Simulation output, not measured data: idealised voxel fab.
Process module name: voxel tone inversion
Section shown: cut. Width: 225 nm. Cell size: 5 nm, square.
Cross-sections here: square-cell grids, written as top-down lists of bands, a band being one or more rows of cells. Heights first: top, then bottom, in nm. Then materials, left to right, each with a width in nm. "throughout" on a single material: fills the band edge to edge. "air": empty space. Note: height 0 marks the level under which the wafer is uniformly one material as received. Lowest band unbounded below, written "0 down". It should be noted that a width expressed as "30..40" varies in equal increments from row to row of cells within the band, taking the value of the first number at the top row and that of the second number at the bottom row. It should be understood that the words "no change occurred", when stated for a given step, signify that the cross-section underwent no change in any of its cells during that step. Basically, "Sealed-off cavities" tells you about the enclosed voids: empty spaces with no open way to the top, 8 cells or bigger, each written width x height at distance, where distance is from the left edge, all in nm. If you see something after the settings on a step's line, that's the simulator's own remark about that step. overlay nm: mask right of planned place by this much (step with mask). Neg. = left.

So here's the lineup of process steps we planned
- 1: RECEIVE [material Si]
- 2: CONFORMAL_DEP [material SiCN] [thk nm 10]
- 3: DIRECTIONAL_DEP [material aC] [thk nm 15]
- 4: PATTERN [tone cover] [mask id POSTS] [material resist] [width nm 20] [pitch nm 40] [thk nm 20] [overlay nm 0]
- 5: DIRECTIONAL_ETCH [etch materials aC] [depth nm 15]
- 6: STRIP [etch materials resist]
- 7: FILL_DEP [material SiO2] [thk nm 10]
- 8: CMP [height nm 25]
- 9: STRIP [etch materials aC]
- 10: CONFORMAL_DEP [material TiN] [thk nm 5]
- 11: FILL_DEP [material W] [thk nm 10]
- 12: CMP [height nm 25]
- 13: CONFORMAL_DEP [material SiN] [thk nm 5]

Here's what the wafer looked like in cross-section when it arrived - that's after step 1
  0 down | Si throughout
  Sealed-off cavities: none

Module complete, cross-section. Starting point and plan per above. One mistake made in running the module
  30 to 25 | SiN throughout
  25 to 15 | 45 SiO2 | 5 TiN | 10 W | 5 TiN | 20 SiO2 | 5 TiN | 10 W | 5 TiN | 20 SiO2 | 5 TiN | 10 W | 5 TiN | 20 SiO2 | 5 TiN | 10 W | 5 TiN | 40 SiO2
  15 to 10 | 45 SiO2 | 20 TiN | 20 SiO2 | 20 TiN | 20 SiO2 | 20 TiN | 20 SiO2 | 20 TiN | 40 SiO2
  10 to 0 | SiCN throughout
  0 down | Si throughout
  Sealed-off cavities: none
Deviation from plan: step 4 changed vs plan, executed as PATTERN [tone cover] [mask id POSTS] [material resist] [width nm 20] [pitch nm 40] [thk nm 20] [overlay nm 5]
